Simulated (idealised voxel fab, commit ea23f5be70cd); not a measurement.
A process module follows: voxel self aligned contacts.
Each square cell in cross-section cut measures 5 nm, and the section as a whole is 180 nm wide.
Square cells in a grid make up a cross-section in this document, and the grid is given as bands, listed from the top down, each one or more rows of cells.
Heads up on the band format: heights come first, top then bottom, in nm. After that it's the materials left to right, each with its width in nm. A single material flagged "everywhere" fills the whole band edge to edge, and "air" means there's empty space there.
Convention: height 0 is the level below which the wafer, as received, is all one material. The lowest band does not terminate at the bottom but continues downward, represented as "from 0 down".
When a width is written as two numbers, as in "30->40", the first number is the width in the top row of cells of the band and the second is the width in its bottom row, and the width changes by the same amount from each row to the next.
Where the words "no change occurred" appear for a step, the cross-section shows no cell changed by that step; every cell remained as before.
Under "Trapped cavities" you'll find the enclosed gaps, the ones with no way out to the top, that are 8 cells or bigger; each reads width x height at distance, with distance counted from the left edge, everything in nm.
Read whatever lies past the settings on a step's line as the simulator's own remark about the step.
Among the settings permitted on a step's line is "overlay nm"; applied to a step with a mask, it specifies the extent to which the mask lay to the right of its planned position, whereas a negative figure signifies a position to the left.
-- Process steps (planned)
1,RECEIVE with material Si
2,OXIDIZE with depth nm 5
3,DIRECTIONAL_DEP with material polySi, thk nm 30
4,DIRECTIONAL_DEP with material SiN, thk nm 20
5,MASKED_ETCH with tone cover, mask id GATE, width nm 25, pitch nm 55, etch materials SiN, depth nm 20, overlay nm 0
6,MASKED_ETCH with tone cover, mask id GATE, width nm 25, pitch nm 55, etch materials polySi, depth nm 30, overlay nm 0
7,CONFORMAL_DEP with material SiN, thk nm 5
8,DIRECTIONAL_ETCH with etch materials SiN, depth nm 5
9,FILL_DEP with material SiO2, thk nm 20
10,CMP with height nm 60
11,MASKED_ETCH with tone open, mask id CONTACT, width nm 40, pitch nm 55, etch materials SiO2, depth nm 65, overlay nm 0
12,CONFORMAL_DEP with material TiN, thk nm 5
13,FILL_DEP with material Ru, thk nm 5
14,CMP with height nm 60
15,CONFORMAL_DEP with material SiCN, thk nm 5
-- Step 1 complete: cross-section of the wafer as received
* from 0 down: Si everywhere
* Trapped cavities: none
-- Looking at the first of two wafers in cross-section at end of module - ran to plan
* from 65 to 60: SiCN everywhere
* from 60 to 50: SiO2 (40), then TiN (5->15), then Ru (30->10), then TiN (5->15), then SiO2 (15), then TiN (5->15), then Ru (30->10), then TiN (5->15), then SiO2 (45)
* from 50 to 30: SiO2 (15), then SiN (35), then TiN (5), then Ru (10), then TiN (5), then SiN (35), then TiN (5), then Ru (10), then TiN (5), then SiN (35), then SiO2 (20)
* from 30 to 0: SiO2 (15), then SiN (5), then polySi (25), then SiN (5), then TiN (5), then Ru (10), then TiN (5), then SiN (5), then polySi (25), then SiN (5), then TiN (5), then Ru (10), then TiN (5), then SiN (5), then polySi (25), then SiN (5), then SiO2 (20)
* from 0 to -5: SiO2 (50), then TiN (20), then SiO2 (35), then TiN (20), then SiO2 (55)
* from -5 down: Si everywhere
* Trapped cavities: none
-- Wafer two, end of module, cross-section. Same start, same plan as wafer one. One mistake in the run
* from 65 to 60: SiCN everywhere
* from 60 to 50: SiO2 (40), then TiN (5->15), then Ru (30->10), then TiN (5->15), then SiO2 (15), then TiN (5->15), then Ru (30->10), then TiN (5->15), then SiO2 (45)
* from 50 to 30: SiO2 (15), then SiN (35), then TiN (5), then Ru (10), then TiN (5), then SiN (35), then TiN (5), then Ru (10), then TiN (5), then SiN (35), then SiO2 (20)
* from 30 to 25: SiO2 (50), then TiN (20), then SiO2 (35), then TiN (20), then SiO2 (55)
* from 25 to 0: polySi everywhere
* from 0 down: Si everywhere
* Trapped cavities: none
So what did we get wrong on this run? steps 2 and 3 run out of order (swapped)
Final comparison by cell count, materials where the second wafer has more or fewer than the first: Ru -24 | Si +36 | SiN -36 | SiO2 -42 | TiN -24 | polySi +90
